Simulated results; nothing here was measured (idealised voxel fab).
The process module presented herein is designated voxel wiring stack.
Cross-section cut spans 205 nm and uses square cells 5 nm in size.
This document writes a cross-section as a grid whose cells are square, and gives it as bands, listed from the top down; one or more rows of cells form a band.
For a band, the entry starts with two heights in nm, that of the top and then that of the bottom, and carries on with the band's materials in order from left to right, each alongside its width in nm; the word "everywhere" beside a single material means it fills the band edge to edge, and "blank" means empty space.
Heights are measured from 0, the level below which the as-received wafer is all one material; the lowest band has no bottom and continues downward, written as in "top 0, no bottom".
Per-row width for "30->40": begins at first number (top row of band), ends at second number (bottom row), increment between rows held constant.
Key: "same as before" - step with no changed cell in the cross-section.
The entry "Enclosed cavity list" lists the empty spaces that cover at least 8 cells and have no open path to the top. Each is written as width x height at distance, where the distance is measured from the left edge and all three values are in nm.
On each step's line, the part that comes after the settings is the simulator's own comment on the step.
overlay nm: for a step with a mask, the amount by which the mask lay right of where it was planned; a negative amount means left of it.

### Here's what the planned process steps look like
1) op RECEIVE | material Si
2) op CONFORMAL_DEP | material SiO2 | thk nm 15
3) op CONFORMAL_DEP | material SiCN | thk nm 5
4) op DIRECTIONAL_DEP | material lowk | thk nm 25
5) op DIRECTIONAL_DEP | material aC | thk nm 10
6) op PATTERN | tone open | mask id METAL_1 | material resist | width nm 25 | pitch nm 50 | thk nm 30 | overlay nm 0
7) op DIRECTIONAL_ETCH | etch materials aC | depth nm 10
8) op STRIP | etch materials resist
9) op DIRECTIONAL_ETCH | etch materials lowk | depth nm 25
10) op DIRECTIONAL_ETCH | etch materials SiCN | depth nm 5
11) op STRIP | etch materials aC
12) op CONFORMAL_DEP | material TiN | thk nm 5
13) op FILL_DEP | material Cu | thk nm 10
14) op CMP | height nm 45
15) op CONFORMAL_DEP | material SiCN | thk nm 5
16) op DIRECTIONAL_DEP | material lowk | thk nm 15
17) op DIRECTIONAL_DEP | material aC | thk nm 15
18) op PATTERN | tone open | mask id PLUG_1 | material resist | width nm 15 | pitch nm 50 | thk nm 30 | overlay nm 0
19) op DIRECTIONAL_ETCH | etch materials aC | depth nm 15
20) op STRIP | etch materials resist
21) op DIRECTIONAL_ETCH | etch materials lowk | depth nm 15
22) op DIRECTIONAL_ETCH | etch materials SiCN | depth nm 5
23) op STRIP | etch materials aC
24) op CONFORMAL_DEP | material TiN | thk nm 5
25) op FILL_DEP | material Ru | thk nm 5
26) op CMP | height nm 65
27) op DIRECTIONAL_DEP | material TiN | thk nm 5
28) op DIRECTIONAL_DEP | material W | thk nm 20
29) op MASKED_ETCH | tone cover | mask id METAL_2 | width nm 25 | pitch nm 50 | etch materials W | depth nm 20 | overlay nm 0
30) op MASKED_ETCH | tone cover | mask id METAL_2 | width nm 25 | pitch nm 50 | etch materials TiN | depth nm 5 | overlay nm 0
31) op FILL_DEP | material SiO2 | thk nm 5
32) op CMP | height nm 90
33) op CONFORMAL_DEP | material SiN | thk nm 5

### Cross-section of the incoming wafer, state after step 1
- top 0, no bottom: Si everywhere
- Enclosed cavity list: none

### Cross-section taken at module completion on the first of two wafers; processed per the plan
- top 95, bottom 90: SiN everywhere
- top 90, bottom 70: 40 nm SiO2; 25 nm W; 25 nm SiO2; 25 nm W; 25 nm SiO2; 25 nm W; 40 nm SiO2
- top 70, bottom 65: 40 nm SiO2; 25 nm TiN; 25 nm SiO2; 25 nm TiN; 25 nm SiO2; 25 nm TiN; 40 nm SiO2
- top 65, bottom 50: 40 nm lowk; 5 nm TiN; 5 nm Ru; 5 nm TiN; 35 nm lowk; 5 nm TiN; 5 nm Ru; 5 nm TiN; 35 nm lowk; 5 nm TiN; 5 nm Ru; 5 nm TiN; 50 nm lowk
- top 50, bottom 45: 40 nm SiCN; 15 nm TiN; 35 nm SiCN; 15 nm TiN; 35 nm SiCN; 15 nm TiN; 50 nm SiCN
- top 45, bottom 20: 40 nm lowk; 5 nm TiN; 15 nm Cu; 5 nm TiN; 25 nm lowk; 5 nm TiN; 15 nm Cu; 5 nm TiN; 25 nm lowk; 5 nm TiN; 15 nm Cu; 5 nm TiN; 40 nm lowk
- top 20, bottom 15: 40 nm SiCN; 25 nm TiN; 25 nm SiCN; 25 nm TiN; 25 nm SiCN; 25 nm TiN; 40 nm SiCN
- top 15, bottom 0: SiO2 everywhere
- top 0, no bottom: Si everywhere
- Enclosed cavity list: none

### Wafer two (of two), end-of-module cross-section: start = wafer one, plan = wafer one, one run mistake
- top 95, bottom 90: SiN everywhere
- top 90, bottom 70: 40 nm SiO2; 25 nm W; 25 nm SiO2; 25 nm W; 25 nm SiO2; 25 nm W; 40 nm SiO2
- top 70, bottom 65: 40 nm SiO2; 25 nm TiN; 25 nm SiO2; 25 nm TiN; 25 nm SiO2; 25 nm TiN; 40 nm SiO2
- top 65, bottom 60: 40 nm SiCN; 15 nm TiN; 35 nm SiCN; 15 nm TiN; 35 nm SiCN; 15 nm TiN; 50 nm SiCN
- top 60, bottom 45: lowk everywhere
- top 45, bottom 20: 40 nm lowk; 5 nm TiN; 15 nm Cu; 5 nm TiN; 25 nm lowk; 5 nm TiN; 15 nm Cu; 5 nm TiN; 25 nm lowk; 5 nm TiN; 15 nm Cu; 5 nm TiN; 40 nm lowk
- top 20, bottom 15: 40 nm SiCN; 25 nm TiN; 25 nm SiCN; 25 nm TiN; 25 nm SiCN; 25 nm TiN; 40 nm SiCN
- top 15, bottom 0: SiO2 everywhere
- top 0, no bottom: Si everywhere
- Enclosed cavity list: none
Deviation noted in wafer processing: a sequencing error occurred in which plan steps 15 and 16 were transposed
End of process, cell counts, second wafer against first, materials with more or fewer: Ru -9, TiN -18, lowk +27
